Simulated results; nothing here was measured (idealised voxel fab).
process module | voxel transistor to metal
cross-section cut | 295 nm wide | cells 5 nm
A cross-section is a grid of square cells, given in bands from the top down. A band is one or more rows of cells.
Each band's line starts with the height of the band's top and of its bottom, in nm. Then come its materials from left to right, each with its width in nm. One material with "throughout" fills the band from edge to edge. "air" is empty space.
Height 0 is the level under which the wafer as received is all one material. The lowest band goes on downwards, as in "0 down".
A width such as "30 to 40" changes by the same amount from each row of cells to the next, from the band's top row to its bottom row.
"no change" after a step means that no cell of the cross-section changed.
closed voids: empty space of 8 cells or more with no open way to the top, each as width x height at its distance from the left edge, in nm
after a step's settings: what the simulator itself notes on the step
overlay nm, on a step with a mask: how far to the right of its planned place the mask lay; to the left if negative
plan
1 op RECEIVE | material Si
2 op CONFORMAL_DEP | material SiO2 | thk nm 5
3 op CONFORMAL_DEP | material SiN | thk nm 10
4 op PATTERN | tone cover | mask id ACTIVE | material resist | width nm 110 | pitch nm 140 | thk nm 20 | overlay nm 0
5 op DIRECTIONAL_ETCH | etch materials SiN | depth nm 10
6 op DIRECTIONAL_ETCH | etch materials SiO2 | depth nm 5
7 op DIRECTIONAL_ETCH | etch materials Si | depth nm 35
8 op STRIP | etch materials resist
9 op FILL_DEP | material SiO2 | thk nm 10
10 op CMP | height nm 15
11 op SELECTIVE_ETCH | etch materials SiO2 | depth nm 5
12 op STRIP | etch materials SiN
13 op SELECTIVE_ETCH | etch materials SiO2 | depth nm 5
14 op OXIDIZE | depth nm 5
15 op DIRECTIONAL_DEP | material polySi | thk nm 25
16 op DIRECTIONAL_DEP | material SiCN | thk nm 15
17 op PATTERN | tone cover | mask id GATE | material resist | width nm 30 | pitch nm 140 | thk nm 20 | overlay nm 0
18 op DIRECTIONAL_ETCH | etch materials SiCN | depth nm 25
19 op DIRECTIONAL_ETCH | etch materials polySi | depth nm 35
20 op STRIP | etch materials resist
21 op CONFORMAL_DEP | material SiO2 | thk nm 5
22 op DIRECTIONAL_ETCH | etch materials SiO2 | depth nm 5
23 op CONFORMAL_DEP | material SiN | thk nm 10
24 op DIRECTIONAL_ETCH | etch materials SiN | depth nm 10
25 op DIRECTIONAL_ETCH | etch materials SiO2 | depth nm 5
26 op DIRECTIONAL_ETCH | etch materials Si | depth nm 10
27 op EPI | material nSi | thk nm 10
28 op FILL_DEP | material SiO2 | thk nm 10
29 op CMP | height nm 25
30 op STRIP | etch materials polySi
31 op SELECTIVE_ETCH | etch materials SiO2 | depth nm 5
32 op CONFORMAL_DEP | material HfO2 | thk nm 5
33 op CONFORMAL_DEP | material TiN | thk nm 5
34 op FILL_DEP | material W | thk nm 10
35 op CMP | height nm 20
36 op DIRECTIONAL_DEP | material SiO2 | thk nm 15
37 op PATTERN | tone open | mask id CONTACT | material resist | width nm 15 | thk nm 15 | overlay nm 0
38 op DIRECTIONAL_ETCH | etch materials SiO2 | depth nm 30
39 op STRIP | etch materials resist
40 op CONFORMAL_DEP | material TiN | thk nm 5
41 op FILL_DEP | material W | thk nm 5
42 op CMP | height nm 35
43 op DIRECTIONAL_DEP | material TiN | thk nm 5
44 op DIRECTIONAL_DEP | material W | thk nm 20
45 op DIRECTIONAL_DEP | material aC | thk nm 10
46 op PATTERN | tone cover | mask id METAL_1 | material resist | width nm 15 | thk nm 25 | overlay nm 0
47 op DIRECTIONAL_ETCH | etch materials aC | depth nm 10
48 op STRIP | etch materials resist
49 op DIRECTIONAL_ETCH | etch materials W | depth nm 20
50 op DIRECTIONAL_ETCH | etch materials TiN | depth nm 5
51 op STRIP | etch materials aC
52 op FILL_DEP | material lowk | thk nm 10
53 op CMP | height nm 60
54 op CONFORMAL_DEP | material SiCN | thk nm 5
55 op DIRECTIONAL_DEP | material lowk | thk nm 35
56 op MASKED_ETCH | tone open | mask id METAL_2 | width nm 15 | pitch nm 140 | etch materials lowk | depth nm 20 | overlay nm 0
57 op PATTERN | tone open | mask id METAL_2_HOLES | material resist | width nm 15 | pitch nm 140 | thk nm 20 | overlay nm 0
58 op DIRECTIONAL_ETCH | etch materials lowk | depth nm 15
59 op DIRECTIONAL_ETCH | etch materials SiCN | depth nm 5
60 op STRIP | etch materials resist
61 op CONFORMAL_DEP | material TiN | thk nm 5
62 op FILL_DEP | material Ru | thk nm 5
63 op CMP | height nm 100
64 op CONFORMAL_DEP | material SiCN | thk nm 5
as received, after step 1
  0 down: Si throughout
  closed voids: none
first wafer at the end, as planned
  105 to 100: SiCN throughout
  100 to 65: lowk 25 | TiN 5 | Ru 5 | TiN 5 | lowk 125 | TiN 5 | Ru 5 | TiN 5 | lowk 115
  65 to 60: SiCN 25 | TiN 15 | SiCN 125 | TiN 15 | SiCN 115
  60 to 40: lowk 25 | W 15 | lowk 70 | W 15 | lowk 40 | W 15 | lowk 70 | W 15 | lowk 30
  40 to 35: lowk 25 | TiN 15 | lowk 70 | TiN 15 | lowk 40 | TiN 15 | lowk 70 | TiN 15 | lowk 30
  35 to 20: SiO2 25 | TiN 5 | W 5 | TiN 5 | SiO2 70 | TiN 5 | W 5 | TiN 5 | SiO2 40 | TiN 5 | W 5 | TiN 5 | SiO2 70 | TiN 5 | W 5 | TiN 5 | SiO2 30
  20 to 10: SiO2 25 | TiN 5 | W 5 | TiN 5 | SiO2 5 | SiN 10 | HfO2 5 | TiN 5 | W 20 | TiN 5 | HfO2 5 | SiN 10 | SiO2 5 | TiN 5 | W 5 | TiN 5 | SiO2 40 | TiN 5 | W 5 | TiN 5 | SiO2 5 | SiN 10 | HfO2 5 | TiN 5 | W 20 | TiN 5 | HfO2 5 | SiN 10 | SiO2 5 | TiN 5 | W 5 | TiN 5 | SiO2 30
  10 to 5: SiO2 25 | TiN 15 | SiO2 5 | SiN 10 | HfO2 5 | TiN 5 | W 20 | TiN 5 | HfO2 5 | SiN 10 | SiO2 5 | TiN 15 | SiO2 40 | TiN 15 | SiO2 5 | SiN 10 | HfO2 5 | TiN 5 | W 20 | TiN 5 | HfO2 5 | SiN 10 | SiO2 5 | TiN 15 | SiO2 30
  5 to 0: SiO2 20 | SiN 10 | nSi 15 | SiN 10 | HfO2 5 | TiN 30 | HfO2 5 | SiN 10 | nSi 15 | SiN 10 | SiO2 30 | SiN 10 | nSi 15 | SiN 10 | HfO2 5 | TiN 30 | HfO2 5 | SiN 10 | nSi 15 | SiN 10 | SiO2 25
  0 to -5: SiO2 30 | nSi 15 | SiO2 10 | HfO2 40 | SiO2 10 | nSi 15 | SiO2 50 | nSi 15 | SiO2 10 | HfO2 40 | SiO2 10 | nSi 15 | SiO2 35
  -5 to -15: SiO2 20 | Si 10 | nSi 15 | Si 60 | nSi 15 | Si 10 | SiO2 30 | Si 10 | nSi 15 | Si 60 | nSi 15 | Si 10 | SiO2 25
  -15 to -35: SiO2 20 | Si 110 | SiO2 30 | Si 110 | SiO2 25
  -35 down: Si throughout
  closed voids: none
second wafer at the end: like start, like plan, one mistake
  105 to 100: SiCN throughout
  100 to 65: lowk 25 | TiN 5 | Ru 5 | TiN 5 | lowk 125 | TiN 5 | Ru 5 | TiN 5 | lowk 115
  65 to 60: SiCN 25 | TiN 15 | SiCN 125 | TiN 15 | SiCN 115
  60 to 40: lowk 25 | W 15 | lowk 70 | W 15 | lowk 40 | W 15 | lowk 70 | W 15 | lowk 30
  40 to 35: lowk 25 | TiN 15 | lowk 70 | TiN 15 | lowk 40 | TiN 15 | lowk 70 | TiN 15 | lowk 30
  35 to 25: SiO2 25 | TiN 5 | W 5 | TiN 5 | SiO2 70 | TiN 5 | W 5 | TiN 5 | SiO2 40 | TiN 5 | W 5 | TiN 5 | SiO2 70 | TiN 5 | W 5 | TiN 5 | SiO2 30
  25 to 20: SiO2 25 | TiN 5 | W 5 | TiN 5 | SiO2 70 | TiN 15 | SiO2 40 | TiN 5 | W 5 | TiN 5 | SiO2 70 | TiN 15 | SiO2 30
  20 to 10: SiO2 25 | TiN 5 | W 5 | TiN 5 | SiO2 15 | SiN 10 | HfO2 5 | TiN 5 | W 20 | TiN 5 | HfO2 5 | SiN 10 | TiN 10 | SiO2 40 | TiN 5 | W 5 | TiN 5 | SiO2 15 | SiN 10 | HfO2 5 | TiN 5 | W 20 | TiN 5 | HfO2 5 | SiN 10 | TiN 10 | SiO2 30
  10 to 5: SiO2 25 | TiN 15 | SiO2 15 | SiN 10 | HfO2 5 | TiN 5 | W 20 | TiN 5 | HfO2 5 | SiN 10 | TiN 10 | SiO2 40 | TiN 15 | SiO2 15 | SiN 10 | HfO2 5 | TiN 5 | W 20 | TiN 5 | HfO2 5 | SiN 10 | TiN 10 | SiO2 30
  5 to 0: SiO2 20 | SiN 10 | nSi 10 | SiO2 5 | nSi 10 | SiN 10 | HfO2 5 | TiN 30 | HfO2 5 | SiN 10 | nSi 5 | SiN 10 | SiO2 30 | SiN 10 | nSi 10 | SiO2 5 | nSi 10 | SiN 10 | HfO2 5 | TiN 30 | HfO2 5 | SiN 10 | nSi 5 | SiN 10 | SiO2 25
  0 to -5: SiO2 30 | nSi 10 | SiO2 5 | nSi 10 | SiO2 10 | HfO2 40 | SiO2 10 | nSi 5 | SiO2 50 | nSi 10 | SiO2 5 | nSi 10 | SiO2 10 | HfO2 40 | SiO2 10 | nSi 5 | SiO2 35
  -5 to -15: SiO2 20 | Si 10 | nSi 25 | Si 60 | nSi 5 | Si 10 | SiO2 30 | Si 10 | nSi 25 | Si 60 | nSi 5 | Si 10 | SiO2 25
  -15 to -35: SiO2 20 | Si 110 | SiO2 30 | Si 110 | SiO2 25
  -35 down: Si throughout
  closed voids: none
what went wrong: step 17 ran as: op PATTERN | tone cover | mask id GATE | material resist | width nm 30 | pitch nm 140 | thk nm 20 | overlay nm 10
at the end the second wafer has, in cells: 10 more of SiO2 | 6 fewer of W | 4 fewer of nSi
